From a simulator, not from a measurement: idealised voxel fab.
You're looking at the process module voxel transistor to metal.
Each square cell in cross-section cut measures 5 nm, and the section as a whole is 175 nm wide.
Each cross-section below is a grid of square cells, stated as bands in top-down order, with one or more rows of cells making up each band. It is stipulated that each band's entry specify, in nanometres, the height of the top of the band and then that of its bottom, followed by the materials of the band in left-to-right sequence, each together with its width in nanometres. A single material marked by the word "all across" is understood to fill the band from edge to edge; the word "empty" is understood to denote empty space. The reference from which all heights are counted is 0, the level beneath which the as-received wafer is entirely one material; the lowest band, having no lower bound, proceeds downward and is written after the example "0..down". Think of "30 to 40" as a width that walks from the first number to the second as you go down the band, top row to bottom row, taking equal-sized steps from row to row. Given "same as before" for a step, no cell of the cross-section differs between before and after that step. The entry titled "Closed internal voids" provides the empty spaces that have no open way to the top, restricted to those of 8 cells or more. Each is presented as width x height at distance, the distance being measured from the left edge, with all three in nm. It should be noted that, on the line of a given step, the content following the step's settings is a remark produced by the simulator itself with respect to that step. For masked steps, "overlay nm" on the step line gives how far right of plan the mask actually lay; a minus sign means it lay to the left. Reading guide: pairs of cross-sections, before and after one process step; after view cut off at lowest changed band; step and settings listed under each pair. Pairs may stem from different runs of this module on the same starting wafer; continuity with the pair above only where the "Status before step" entry states it.
### Status before step
* 40..35 | 20 SiCN  130 empty  25 SiCN
* 35..25 | SiCN all across
* 25..20 | 20 polySi  130 SiCN  25 polySi
* 20..0 | polySi all across
* 0..-5 | 20 SiO2  130 polySi  25 SiO2
* -5..-10 | SiO2 all across
* -10..-35 | 30 SiO2  110 Si  35 SiO2
* -35..down | Si all across
* Closed internal voids: none
### Section, Post-Step
* 35..25 | 70 empty  30 SiCN  75 empty
* 25..20 | 20 polySi  50 empty  30 SiCN  50 empty  25 polySi
* Under the height 20 nothing was changed.
* Closed internal voids: none
Process step bridging the above cross-sections: MASKED_ETCH | tone cover | mask id GATE | width nm 30 | etch materials SiCN | depth nm 25 | overlay nm 0
Status before step: The prior state of this step coincides with the post-step cross-section of the pair just above.
### Section, Post-Step
* 35..20 | 70 empty  30 SiCN  75 empty
* 20..0 | 70 empty  30 polySi  75 empty
* 0..-5 | 20 SiO2  50 empty  30 polySi  50 empty  25 SiO2
* Under the height -5 nothing was changed.
* Closed internal voids: none
Process step bridging the above cross-sections: MASKED_ETCH | tone cover | mask id GATE | width nm 30 | etch materials polySi | depth nm 35 | overlay nm 0
Status before step: The prior state of this step coincides with the post-step cross-section of the pair just above.
### Section, Post-Step
* 40..35 | 65 empty  40 SiO2  70 empty
* 35..20 | 65 empty  5 SiO2  30 SiCN  5 SiO2  70 empty
* 20..5 | 65 empty  5 SiO2  30 polySi  5 SiO2  70 empty
* 5..0 | 25 SiO2  40 empty  5 SiO2  30 polySi  5 SiO2  40 empty  30 SiO2
* 0..-5 | 70 SiO2  30 polySi  75 SiO2
* Under the height -5 nothing was changed.
* Closed internal voids: none
Process step bridging the above cross-sections: CONFORMAL_DEP | material SiO2 | thk nm 5
Status before step: The prior state of this step coincides with the post-step cross-section of the pair just above.
### Section, Post-Step
* 35..20 | 65 empty  5 SiO2  30 SiCN  5 SiO2  70 empty
* 20..0 | 65 empty  5 SiO2  30 polySi  5 SiO2  70 empty
* 0..-5 | 25 SiO2  40 empty  5 SiO2  30 polySi  5 SiO2  40 empty  30 SiO2
* Under the height -5 nothing was changed.
* Closed internal voids: none
Process step bridging the above cross-sections: DIRECTIONAL_ETCH | etch materials SiO2 | depth nm 5
Status before step: The prior state of this step coincides with the post-step cross-section of the pair just above.
### Section, Post-Step
* 40..35 | 60 empty  50 SiN  65 empty
* 35..20 | 60 empty  5 SiN  5 SiO2  30 SiCN  5 SiO2  5 SiN  65 empty
* 20..5 | 60 empty  5 SiN  5 SiO2  30 polySi  5 SiO2  5 SiN  65 empty
* 5..0 | 30 SiN  30 empty  5 SiN  5 SiO2  30 polySi  5 SiO2  5 SiN  30 empty  35 SiN
* 0..-5 | 25 SiO2  40 SiN  5 SiO2  30 polySi  5 SiO2  40 SiN  30 SiO2
* Under the height -5 nothing was changed.
* Closed internal voids: none
Process step bridging the above cross-sections: CONFORMAL_DEP | material SiN | thk nm 5
Status before step: The prior state of this step coincides with the post-step cross-section of the pair just above.
### Section, Post-Step
* 35..20 | 60 empty  5 SiN  5 SiO2  30 SiCN  5 SiO2  5 SiN  65 empty
* 20..0 | 60 empty  5 SiN  5 SiO2  30 polySi  5 SiO2  5 SiN  65 empty
* 0..-5 | 25 SiO2  5 SiN  30 empty  5 SiN  5 SiO2  30 polySi  5 SiO2  5 SiN  30 empty  5 SiN  30 SiO2
* Under the height -5 nothing was changed.
* Closed internal voids: none
Process step bridging the above cross-sections: DIRECTIONAL_ETCH | etch materials SiN | depth nm 5
Status before step: The prior state of this step coincides with the post-step cross-section of the pair just above.
### Section, Post-Step
* 35..30 | 60 empty  5 SiN  5 empty  30 SiCN  5 empty  5 SiN  65 empty
* 30..20 | 60 empty  5 SiN  5 SiO2  30 SiCN  5 SiO2  5 SiN  65 empty
* 20..0 | 60 empty  5 SiN  5 SiO2  30 polySi  5 SiO2  5 SiN  65 empty
* 0..-5 | 25 empty  5 SiN  30 empty  5 SiN  5 SiO2  30 polySi  5 SiO2  5 SiN  30 empty  5 SiN  30 empty
* -5..-10 | 30 SiO2  30 empty  50 SiO2  30 empty  35 SiO2
* Under the height -10 nothing was changed.
* Closed internal voids: none
Process step bridging the above cross-sections: DIRECTIONAL_ETCH | etch materials SiO2 | depth nm 5
Status before step: The prior state of this step coincides with the post-step cross-section of the pair just above.
### Section, Post-Step
* 35..30 | 60 empty  5 SiN  5 empty  30 SiCN  5 empty  5 SiN  65 empty
* 30..20 | 60 empty  5 SiN  5 SiO2  30 SiCN  5 SiO2  5 SiN  65 empty
* 20..0 | 60 empty  5 SiN  5 SiO2  30 polySi  5 SiO2  5 SiN  65 empty
* 0..-5 | 25 empty  5 SiN  30 empty  5 SiN  5 SiO2  30 polySi  5 SiO2  5 SiN  30 empty  5 SiN  30 empty
* -5..-10 | 30 SiO2  30 empty  50 SiO2  30 empty  35 SiO2
* -10..-20 | 30 SiO2  30 empty  50 Si  30 empty  35 SiO2
* Under the height -20 nothing was changed.
* Closed internal voids: none
Process step bridging the above cross-sections: DIRECTIONAL_ETCH | etch materials Si | depth nm 10
Status before step: The prior state of this step coincides with the post-step cross-section of the pair just above.
### Section, Post-Step
* 35..30 | 60 empty  5 SiN  5 empty  30 SiCN  5 empty  5 SiN  65 empty
* 30..20 | 60 empty  5 SiN  5 SiO2  30 SiCN  5 SiO2  5 SiN  65 empty
* 20..0 | 60 empty  5 SiN  5 SiO2  30 polySi  5 SiO2  5 SiN  65 empty
* 0..-5 | 25 empty  5 SiN  20 empty  10 nSi  5 SiN  5 SiO2  30 polySi  5 SiO2  5 SiN  10 nSi  20 empty  5 SiN  30 empty
* -5..-10 | 30 SiO2  20 empty  10 nSi  50 SiO2  10 nSi  20 empty  35 SiO2
* -10..-20 | 30 SiO2  30 nSi  50 Si  30 nSi  35 SiO2
* Under the height -20 nothing was changed.
* Closed internal voids: none
Process step bridging the above cross-sections: EPI | material nSi | thk nm 10
Status before step: The prior state of this step coincides with the post-step cross-section of the pair just above.
### Section, Post-Step
* 45..35 | SiO2 all across
* 35..20 | 60 SiO2  5 SiN  5 SiO2  30 SiCN  5 SiO2  5 SiN  65 SiO2
* 20..0 | 60 SiO2  5 SiN  5 SiO2  30 polySi  5 SiO2  5 SiN  65 SiO2
* 0..-5 | 25 SiO2  5 SiN  20 SiO2  10 nSi  5 SiN  5 SiO2  30 polySi  5 SiO2  5 SiN  10 nSi  20 SiO2  5 SiN  30 SiO2
* -5..-10 | 50 SiO2  10 nSi  50 SiO2  10 nSi  55 SiO2
* Under the height -10 nothing was changed.
* Closed internal voids: none
Process step bridging the above cross-sections: FILL_DEP | material SiO2 | thk nm 10
Status before step: The prior state of this step coincides with the post-step cross-section of the pair just above.
### Section, Post-Step
* 20..0 | 60 SiO2  5 SiN  5 SiO2  30 polySi  5 SiO2  5 SiN  65 SiO2
* Under the height 0 nothing was changed.
* Closed internal voids: none
Process step bridging the above cross-sections: CMP | height nm 20
Status before step: The prior state of this step coincides with the post-step cross-section of the pair just above.
### Section, Post-Step
* 20..0 | 60 SiO2  5 SiN  5 SiO2  30 empty  5 SiO2  5 SiN  65 SiO2
* 0..-5 | 25 SiO2  5 SiN  20 SiO2  10 nSi  5 SiN  5 SiO2  30 empty  5 SiO2  5 SiN  10 nSi  20 SiO2  5 SiN  30 SiO2
* Under the height -5 nothing was changed.
* Closed internal voids: none
Process step bridging the above cross-sections: STRIP | etch materials polySi
Status before step: The prior state of this step coincides with the post-step cross-section of the pair just above.
### Section, Post-Step
* 20..15 | 60 empty  5 SiN  40 empty  5 SiN  65 empty
* 15..0 | 60 SiO2  5 SiN  40 empty  5 SiN  65 SiO2
* 0..-5 | 25 SiO2  5 SiN  20 SiO2  10 nSi  5 SiN  40 empty  5 SiN  10 nSi  20 SiO2  5 SiN  30 SiO2
* -5..-10 | 50 SiO2  10 nSi  5 SiO2  40 empty  5 SiO2  10 nSi  55 SiO2
* Under the height -10 nothing was changed.
* Closed internal voids: none
Process step bridging the above cross-sections: SELECTIVE_ETCH | etch materials SiO2 | depth nm 5
Status before step: The prior state of this step coincides with the post-step cross-section of the pair just above.
### Section, Post-Step
* 25..20 | 55 empty  15 HfO2  30 empty  15 HfO2  60 empty
* 20..15 | 60 HfO2  5 SiN  5 HfO2  30 empty  5 HfO2  5 SiN  65 HfO2
* 15..0 | 60 SiO2  5 SiN  5 HfO2  30 empty  5 HfO2  5 SiN  65 SiO2
* 0..-5 | 25 SiO2  5 SiN  20 SiO2  10 nSi  5 SiN  5 HfO2  30 empty  5 HfO2  5 SiN  10 nSi  20 SiO2  5 SiN  30 SiO2
* -5..-10 | 50 SiO2  10 nSi  5 SiO2  40 HfO2  5 SiO2  10 nSi  55 SiO2
* Under the height -10 nothing was changed.
* Closed internal voids: none
Process step bridging the above cross-sections: CONFORMAL_DEP | material HfO2 | thk nm 5
Status before step: The prior state of this step coincides with the post-step cross-section of the pair just above.
### Section, Post-Step
* 30..25 | 50 empty  25 TiN  20 empty  25 TiN  55 empty
* 25..20 | 55 TiN  15 HfO2  5 TiN  20 empty  5 TiN  15 HfO2  60 TiN
* 20..15 | 60 HfO2  5 SiN  5 HfO2  5 TiN  20 empty  5 TiN  5 HfO2  5 SiN  65 HfO2
* 15..0 | 60 SiO2  5 SiN  5 HfO2  5 TiN  20 empty  5 TiN  5 HfO2  5 SiN  65 SiO2
* 0..-5 | 25 SiO2  5 SiN  20 SiO2  10 nSi  5 SiN  5 HfO2  30 TiN  5 HfO2  5 SiN  10 nSi  20 SiO2  5 SiN  30 SiO2
* Under the height -5 nothing was changed.
* Closed internal voids: none
Process step bridging the above cross-sections: CONFORMAL_DEP | material TiN | thk nm 5
Status before step: The prior state of this step coincides with the post-step cross-section of the pair just above.
### Section, Post-Step
* 40..30 | W all across
* 30..25 | 50 W  25 TiN  20 W  25 TiN  55 W
* 25..20 | 55 TiN  15 HfO2  5 TiN  20 W  5 TiN  15 HfO2  60 TiN
* 20..15 | 60 HfO2  5 SiN  5 HfO2  5 TiN  20 W  5 TiN  5 HfO2  5 SiN  65 HfO2
* 15..0 | 60 SiO2  5 SiN  5 HfO2  5 TiN  20 W  5 TiN  5 HfO2  5 SiN  65 SiO2
* Under the height 0 nothing was changed.
* Closed internal voids: none
Process step bridging the above cross-sections: FILL_DEP | material W | thk nm 10
Status before step: The prior state of this step coincides with the post-step cross-section of the pair just above.
### Section, Post-Step
* 15..0 | 60 SiO2  5 SiN  5 HfO2  5 TiN  20 W  5 TiN  5 HfO2  5 SiN  65 SiO2
* Under the height 0 nothing was changed.
* Closed internal voids: none
Process step bridging the above cross-sections: CMP | height nm 15
Status before step: The prior state of this step coincides with the post-step cross-section of the pair just above.
### Section, Post-Step
* 25..15 | SiO2 all across
* Under the height 15 nothing was changed.
* Closed internal voids: none
Process step bridging the above cross-sections: DIRECTIONAL_DEP | material SiO2 | thk nm 10
Status before step: The prior state of this step coincides with the post-step cross-section of the pair just above.
### Section, Post-Step
* 40..25 | aC all across
* Under the height 25 nothing was changed.
* Closed internal voids: none
Process step bridging the above cross-sections: DIRECTIONAL_DEP | material aC | thk nm 15
Status before step: The prior state of this step coincides with the post-step cross-section of the pair just above.
### Section, Post-Step
* 75..40 | 40 resist  15 empty  60 resist  15 empty  45 resist
* Under the height 40 nothing was changed.
* Closed internal voids: none
Process step bridging the above cross-sections: PATTERN | tone open | mask id CONTACT | material resist | width nm 15 | pitch nm 75 | thk nm 35 | overlay nm 0
Status before step: The prior state of this step coincides with the post-step cross-section of the pair just above.
### Section, Post-Step
* 60..40 | 40 resist  15 empty  60 resist  15 empty  45 resist
* 40..25 | 40 aC  15 empty  60 aC  15 empty  45 aC
* Under the height 25 nothing was changed.
* Closed internal voids: none
Process step bridging the above cross-sections: DIRECTIONAL_ETCH | etch materials aC | depth nm 15
Status before step: The prior state of this step coincides with the post-step cross-section of the pair just above.
### Section, Post-Step
* 40..25 | 40 aC  15 empty  60 aC  15 empty  45 aC
* Under the height 25 nothing was changed.
* Closed internal voids: none
Process step bridging the above cross-sections: STRIP | etch materials resist
Status before step: The prior state of this step coincides with the post-step cross-section of the pair just above.
### Section, Post-Step
* 40..25 | 40 aC  15 empty  60 aC  15 empty  45 aC
* 25..15 | 40 SiO2  15 empty  60 SiO2  15 empty  45 SiO2
* 15..0 | 40 SiO2  15 empty  5 SiO2  5 SiN  5 HfO2  5 TiN  20 W  5 TiN  5 HfO2  5 SiN  5 SiO2  15 empty  45 SiO2
* 0..-5 | 25 SiO2  5 SiN  10 SiO2  10 empty  10 nSi  5 SiN  5 HfO2  30 TiN  5 HfO2  5 SiN  10 nSi  10 empty  10 SiO2  5 SiN  30 SiO2
* -5..-10 | 40 SiO2  10 empty  10 nSi  5 SiO2  40 HfO2  5 SiO2  10 nSi  10 empty  45 SiO2
* Under the height -10 nothing was changed.
* Closed internal voids: none
Process step bridging the above cross-sections: DIRECTIONAL_ETCH | etch materials SiO2 | depth nm 35
Status before step: The prior state of this step coincides with the post-step cross-section of the pair just above.
### Section, Post-Step
* 25..15 | 40 SiO2  15 empty  60 SiO2  15 empty  45 SiO2
* Under the height 15 nothing was changed.
* Closed internal voids: none
Process step bridging the above cross-sections: STRIP | etch materials aC
Status before step: The prior state of this step coincides with the post-step cross-section of the pair just above.
### Section, Post-Step
* 30..25 | 45 TiN  5 empty  70 TiN  5 empty  50 TiN
* 25..15 | 40 SiO2  5 TiN  5 empty  5 TiN  60 SiO2  5 TiN  5 empty  5 TiN  45 SiO2
* 15..5 | 40 SiO2  5 TiN  5 empty  5 TiN  5 SiO2  5 SiN  5 HfO2  5 TiN  20 W  5 TiN  5 HfO2  5 SiN  5 SiO2  5 TiN  5 empty  5 TiN  45 SiO2
* 5..0 | 40 SiO2  15 TiN  5 SiO2  5 SiN  5 HfO2  5 TiN  20 W  5 TiN  5 HfO2  5 SiN  5 SiO2  15 TiN  45 SiO2
* 0..-5 | 25 SiO2  5 SiN  10 SiO2  10 TiN  10 nSi  5 SiN  5 HfO2  30 TiN  5 HfO2  5 SiN  10 nSi  10 TiN  10 SiO2  5 SiN  30 SiO2
* -5..-10 | 40 SiO2  10 TiN  10 nSi  5 SiO2  40 HfO2  5 SiO2  10 nSi  10 TiN  45 SiO2
* Under the height -10 nothing was changed.
* Closed internal voids: none
Process step bridging the above cross-sections: CONFORMAL_DEP | material TiN | thk nm 5
Status before step: The prior state of this step coincides with the post-step cross-section of the pair just above.
### Section, Post-Step
* 35..30 | Ru all across
* 30..25 | 45 TiN  5 Ru  70 TiN  5 Ru  50 TiN
* 25..15 | 40 SiO2  5 TiN  5 Ru  5 TiN  60 SiO2  5 TiN  5 Ru  5 TiN  45 SiO2
* 15..5 | 40 SiO2  5 TiN  5 Ru  5 TiN  5 SiO2  5 SiN  5 HfO2  5 TiN  20 W  5 TiN  5 HfO2  5 SiN  5 SiO2  5 TiN  5 Ru  5 TiN  45 SiO2
* Under the height 5 nothing was changed.
* Closed internal voids: none
Process step bridging the above cross-sections: FILL_DEP | material Ru | thk nm 5
Status before step: The prior state of this step coincides with the post-step cross-section of the pair just above.
### Section, Post-Step
* 25..15 | 40 SiO2  5 TiN  5 Ru  5 TiN  60 SiO2  5 TiN  5 Ru  5 TiN  45 SiO2
* Under the height 15 nothing was changed.
* Closed internal voids: none
Process step bridging the above cross-sections: CMP | height nm 25
Status before step: The prior state of this step coincides with the post-step cross-section of the pair just above.
### Section, Post-Step
* 30..25 | TiN all across
* Under the height 25 nothing was changed.
* Closed internal voids: none
Process step bridging the above cross-sections: DIRECTIONAL_DEP | material TiN | thk nm 5
Status before step: The prior state of this step coincides with the post-step cross-section of the pair just above.
### Section, Post-Step
* 55..30 | W all across
* Under the height 30 nothing was changed.
* Closed internal voids: none
Process step bridging the above cross-sections: DIRECTIONAL_DEP | material W | thk nm 25
Status before step: The prior state of this step coincides with the post-step cross-section of the pair just above.
### Section, Post-Step
* 65..55 | aC all across
* Under the height 55 nothing was changed.
* Closed internal voids: none
Process step bridging the above cross-sections: DIRECTIONAL_DEP | material aC | thk nm 10
Status before step: The prior state of this step coincides with the post-step cross-section of the pair just above.
### Section, Post-Step
* 90..65 | 40 empty  15 resist  60 empty  15 resist  45 empty
* Under the height 65 nothing was changed.
* Closed internal voids: none
Process step bridging the above cross-sections: PATTERN | tone cover | mask id METAL_1 | material resist | width nm 15 | pitch nm 75 | thk nm 25 | overlay nm 0
Status before step: The prior state of this step coincides with the post-step cross-section of the pair just above.
### Section, Post-Step
* 80..65 | 40 empty  15 resist  60 empty  15 resist  45 empty
* 65..55 | 40 empty  15 aC  60 empty  15 aC  45 empty
* Under the height 55 nothing was changed.
* Closed internal voids: none
Process step bridging the above cross-sections: DIRECTIONAL_ETCH | etch materials aC | depth nm 10
Status before step: The prior state of this step coincides with the post-step cross-section of the pair just above.
### Section, Post-Step
* 65..55 | 40 empty  15 aC  60 empty  15 aC  45 empty
* Under the height 55 nothing was changed.
* Closed internal voids: none
Process step bridging the above cross-sections: STRIP | etch materials resist
Status before step: The prior state of this step coincides with the post-step cross-section of the pair just above.
### Section, Post-Step
* 65..55 | 40 empty  15 aC  60 empty  15 aC  45 empty
* 55..30 | 40 empty  15 W  60 empty  15 W  45 empty
* Under the height 30 nothing was changed.
* Closed internal voids: none
Process step bridging the above cross-sections: DIRECTIONAL_ETCH | etch materials W | depth nm 25
Status before step: The prior state of this step coincides with the post-step cross-section of the pair just above.
### Section, Post-Step
* 65..55 | 40 empty  15 aC  60 empty  15 aC  45 empty
* 55..30 | 40 empty  15 W  60 empty  15 W  45 empty
* 30..25 | 40 empty  15 TiN  60 empty  15 TiN  45 empty
* Under the height 25 nothing was changed.
* Closed internal voids: none
Process step bridging the above cross-sections: DIRECTIONAL_ETCH | etch materials TiN | depth nm 5
Status before step: The prior state of this step coincides with the post-step cross-section of the pair just above.
### Section, Post-Step
* 55..30 | 40 empty  15 W  60 empty  15 W  45 empty
* Under the height 30 nothing was changed.
* Closed internal voids: none
Process step bridging the above cross-sections: STRIP | etch materials aC
Status before step: The prior state of this step coincides with the post-step cross-section of the pair just above.
### Section, Post-Step
* 60..55 | 35 empty  25 SiCN  50 empty  25 SiCN  40 empty
* 55..30 | 35 empty  5 SiCN  15 W  5 SiCN  50 empty  5 SiCN  15 W  5 SiCN  40 empty
* 30..25 | 40 SiCN  15 TiN  60 SiCN  15 TiN  45 SiCN
* Under the height 25 nothing was changed.
* Closed internal voids: none
Process step bridging the above cross-sections: CONFORMAL_DEP | material SiCN | thk nm 5
Status before step: The prior state of this step coincides with the post-step cross-section of the pair just above.
### Section, Post-Step
* 65..60 | lowk all across
* 60..55 | 35 lowk  25 SiCN  50 lowk  25 SiCN  40 lowk
* 55..30 | 35 lowk  5 SiCN  15 W  5 SiCN  50 lowk  5 SiCN  15 W  5 SiCN  40 lowk
* Under the height 30 nothing was changed.
* Closed internal voids: none
Process step bridging the above cross-sections: FILL_DEP | material lowk | thk nm 5
Status before step: The prior state of this step coincides with the post-step cross-section of the pair just above.
### Section, Post-Step
* 55..30 | 35 lowk  5 SiCN  15 W  5 SiCN  50 lowk  5 SiCN  15 W  5 SiCN  40 lowk
* Under the height 30 nothing was changed.
* Closed internal voids: none
Process step bridging the above cross-sections: CMP | height nm 55
Status before step: The prior state of this step coincides with the post-step cross-section of the pair just above.
### Section, Post-Step
* 60..55 | SiCN all across
* Under the height 55 nothing was changed.
* Closed internal voids: none
Process step bridging the above cross-sections: CONFORMAL_DEP | material SiCN | thk nm 5
### Status before step
* 65..55 | aC all across
* 55..30 | W all across
* 30..25 | TiN all across
* 25..15 | 40 SiO2  5 TiN  5 Ru  5 TiN  60 SiO2  5 TiN  5 Ru  5 TiN  45 SiO2
* 15..5 | 40 SiO2  5 TiN  5 Ru  5 TiN  5 SiO2  5 SiN  5 HfO2  5 TiN  20 W  5 TiN  5 HfO2  5 SiN  5 SiO2  5 TiN  5 Ru  5 TiN  45 SiO2
* 5..0 | 40 SiO2  15 TiN  5 SiO2  5 SiN  5 HfO2  5 TiN  20 W  5 TiN  5 HfO2  5 SiN  5 SiO2  15 TiN  45 SiO2
* 0..-5 | 30 SiO2  5 SiN  5 SiO2  10 TiN  10 nSi  5 SiN  5 HfO2  30 TiN  5 HfO2  5 SiN  10 nSi  10 TiN  5 SiO2  5 SiN  35 SiO2
* -5..-10 | 40 SiO2  10 TiN  10 nSi  5 SiO2  40 HfO2  5 SiO2  10 nSi  10 TiN  45 SiO2
* -10..-20 | 35 SiO2  25 nSi  50 Si  25 nSi  40 SiO2
* -20..-35 | 35 SiO2  100 Si  40 SiO2
* -35..down | Si all across
* Closed internal voids: none
### Section, Post-Step
* 90..65 | 30 empty  15 resist  60 empty  15 resist  55 empty
* Under the height 65 nothing was changed.
* Closed internal voids: none
Process step bridging the above cross-sections: PATTERN | tone cover | mask id METAL_1 | material resist | width nm 15 | pitch nm 75 | thk nm 25 | overlay nm -10
Status before step: The prior state of this step coincides with the post-step cross-section of the pair just above.
### Section, Post-Step
* 80..65 | 30 empty  15 resist  60 empty  15 resist  55 empty
* 65..55 | 30 empty  15 aC  60 empty  15 aC  55 empty
* Under the height 55 nothing was changed.
* Closed internal voids: none
Process step bridging the above cross-sections: DIRECTIONAL_ETCH | etch materials aC | depth nm 10
Status before step: The prior state of this step coincides with the post-step cross-section of the pair just above.
### Section, Post-Step
* 65..55 | 30 empty  15 aC  60 empty  15 aC  55 empty
* Under the height 55 nothing was changed.
* Closed internal voids: none
Process step bridging the above cross-sections: STRIP | etch materials resist
Status before step: The prior state of this step coincides with the post-step cross-section of the pair just above.
### Section, Post-Step
* 65..55 | 30 empty  15 aC  60 empty  15 aC  55 empty
* 55..30 | 30 empty  15 W  60 empty  15 W  55 empty
* Under the height 30 nothing was changed.
* Closed internal voids: none
Process step bridging the above cross-sections: DIRECTIONAL_ETCH | etch materials W | depth nm 25
Status before step: The prior state of this step coincides with the post-step cross-section of the pair just above.
### Section, Post-Step
* 65..55 | 30 empty  15 aC  60 empty  15 aC  55 empty
* 55..30 | 30 empty  15 W  60 empty  15 W  55 empty
* 30..25 | 30 empty  15 TiN  60 empty  15 TiN  55 empty
* Under the height 25 nothing was changed.
* Closed internal voids: none
Process step bridging the above cross-sections: DIRECTIONAL_ETCH | etch materials TiN | depth nm 5
Status before step: The prior state of this step coincides with the post-step cross-section of the pair just above.
### Section, Post-Step
* 55..30 | 30 empty  15 W  60 empty  15 W  55 empty
* Under the height 30 nothing was changed.
* Closed internal voids: none
Process step bridging the above cross-sections: STRIP | etch materials aC
Status before step: The prior state of this step coincides with the post-step cross-section of the pair just above.
### Section, Post-Step
* 60..55 | 25 empty  25 SiCN  50 empty  25 SiCN  50 empty
* 55..30 | 25 empty  5 SiCN  15 W  5 SiCN  50 empty  5 SiCN  15 W  5 SiCN  50 empty
* 30..25 | 30 SiCN  15 TiN  60 SiCN  15 TiN  55 SiCN
* Under the height 25 nothing was changed.
* Closed internal voids: none
Process step bridging the above cross-sections: CONFORMAL_DEP | material SiCN | thk nm 5
Status before step: The prior state of this step coincides with the post-step cross-section of the pair just above.
### Section, Post-Step
* 65..60 | lowk all across
* 60..55 | 25 lowk  25 SiCN  50 lowk  25 SiCN  50 lowk
* 55..30 | 25 lowk  5 SiCN  15 W  5 SiCN  50 lowk  5 SiCN  15 W  5 SiCN  50 lowk
* Under the height 30 nothing was changed.
* Closed internal voids: none
Process step bridging the above cross-sections: FILL_DEP | material lowk | thk nm 5
Status before step: The prior state of this step coincides with the post-step cross-section of the pair just above.
### Section, Post-Step
* 55..30 | 25 lowk  5 SiCN  15 W  5 SiCN  50 lowk  5 SiCN  15 W  5 SiCN  50 lowk
* Under the height 30 nothing was changed.
* Closed internal voids: none
Process step bridging the above cross-sections: CMP | height nm 55
Status before step: The prior state of this step coincides with the post-step cross-section of the pair just above.
### Section, Post-Step
* 60..55 | SiCN all across
* Under the height 55 nothing was changed.
* Closed internal voids: none
Process step bridging the above cross-sections: CONFORMAL_DEP | material SiCN | thk nm 5
### Status before step
* 30..25 | 45 TiN  5 empty  70 TiN  5 empty  50 TiN
* 25..15 | 40 SiO2  5 TiN  5 empty  5 TiN  60 SiO2  5 TiN  5 empty  5 TiN  45 SiO2
* 15..5 | 40 SiO2  5 TiN  5 empty  5 TiN  5 SiO2  5 SiN  5 HfO2  5 TiN  20 W  5 TiN  5 HfO2  5 SiN  5 SiO2  5 TiN  5 empty  5 TiN  45 SiO2
* 5..0 | 40 SiO2  15 TiN  5 SiO2  5 SiN  5 HfO2  5 TiN  20 W  5 TiN  5 HfO2  5 SiN  5 SiO2  15 TiN  45 SiO2
* 0..-5 | 30 SiO2  5 SiN  5 SiO2  10 TiN  10 nSi  5 SiN  5 HfO2  30 TiN  5 HfO2  5 SiN  10 nSi  10 TiN  5 SiO2  5 SiN  35 SiO2
* -5..-10 | 40 SiO2  10 TiN  10 nSi  5 SiO2  40 HfO2  5 SiO2  10 nSi  10 TiN  45 SiO2
* -10..-20 | 35 SiO2  25 nSi  50 Si  25 nSi  40 SiO2
* -20..-35 | 35 SiO2  100 Si  40 SiO2
* -35..down | Si all across
* Closed internal voids: none
### Section, Post-Step
* 35..30 | W all across
* 30..25 | 45 TiN  5 W  70 TiN  5 W  50 TiN
* 25..15 | 40 SiO2  5 TiN  5 W  5 TiN  60 SiO2  5 TiN  5 W  5 TiN  45 SiO2
* 15..5 | 40 SiO2  5 TiN  5 W  5 TiN  5 SiO2  5 SiN  5 HfO2  5 TiN  20 W  5 TiN  5 HfO2  5 SiN  5 SiO2  5 TiN  5 W  5 TiN  45 SiO2
* Under the height 5 nothing was changed.
* Closed internal voids: none
Process step bridging the above cross-sections: FILL_DEP | material W | thk nm 5
Status before step: The prior state of this step coincides with the post-step cross-section of the pair just above.
### Section, Post-Step
* 25..15 | 40 SiO2  5 TiN  5 W  5 TiN  60 SiO2  5 TiN  5 W  5 TiN  45 SiO2
* Under the height 15 nothing was changed.
* Closed internal voids: none
Process step bridging the above cross-sections: CMP | height nm 25
Status before step: The prior state of this step coincides with the post-step cross-section of the pair just above.
### Section, Post-Step
* 30..25 | TiN all across
* Under the height 25 nothing was changed.
* Closed internal voids: none
Process step bridging the above cross-sections: DIRECTIONAL_DEP | material TiN | thk nm 5
Status before step: The prior state of this step coincides with the post-step cross-section of the pair just above.
### Section, Post-Step
* 55..30 | W all across
* Under the height 30 nothing was changed.
* Closed internal voids: none
Process step bridging the above cross-sections: DIRECTIONAL_DEP | material W | thk nm 25
Status before step: The prior state of this step coincides with the post-step cross-section of the pair just above.
### Section, Post-Step
* 65..55 | aC all across
* Under the height 55 nothing was changed.
* Closed internal voids: none
Process step bridging the above cross-sections: DIRECTIONAL_DEP | material aC | thk nm 10
Status before step: The prior state of this step coincides with the post-step cross-section of the pair just above.
### Section, Post-Step
* 90..65 | 40 empty  15 resist  60 empty  15 resist  45 empty
* Under the height 65 nothing was changed.
* Closed internal voids: none
Process step bridging the above cross-sections: PATTERN | tone cover | mask id METAL_1 | material resist | width nm 15 | pitch nm 75 | thk nm 25 | overlay nm 0
Status before step: The prior state of this step coincides with the post-step cross-section of the pair just above.
### Section, Post-Step
* 80..65 | 40 empty  15 resist  60 empty  15 resist  45 empty
* 65..55 | 40 empty  15 aC  60 empty  15 aC  45 empty
* Under the height 55 nothing was changed.
* Closed internal voids: none
Process step bridging the above cross-sections: DIRECTIONAL_ETCH | etch materials aC | depth nm 10
Status before step: The prior state of this step coincides with the post-step cross-section of the pair just above.
### Section, Post-Step
* 65..55 | 40 empty  15 aC  60 empty  15 aC  45 empty
* Under the height 55 nothing was changed.
* Closed internal voids: none
Process step bridging the above cross-sections: STRIP | etch materials resist
Status before step: The prior state of this step coincides with the post-step cross-section of the pair just above.
### Section, Post-Step
* 65..55 | 40 empty  15 aC  60 empty  15 aC  45 empty
* 55..30 | 40 empty  15 W  60 empty  15 W  45 empty
* Under the height 30 nothing was changed.
* Closed internal voids: none
Process step bridging the above cross-sections: DIRECTIONAL_ETCH | etch materials W | depth nm 25
Status before step: The prior state of this step coincides with the post-step cross-section of the pair just above.
### Section, Post-Step
* 65..55 | 40 empty  15 aC  60 empty  15 aC  45 empty
* 55..30 | 40 empty  15 W  60 empty  15 W  45 empty
* 30..25 | 40 empty  15 TiN  60 empty  15 TiN  45 empty
* Under the height 25 nothing was changed.
* Closed internal voids: none
Process step bridging the above cross-sections: DIRECTIONAL_ETCH | etch materials TiN | depth nm 5
Status before step: The prior state of this step coincides with the post-step cross-section of the pair just above.
### Section, Post-Step
* 55..30 | 40 empty  15 W  60 empty  15 W  45 empty
* Under the height 30 nothing was changed.
* Closed internal voids: none
Process step bridging the above cross-sections: STRIP | etch materials aC
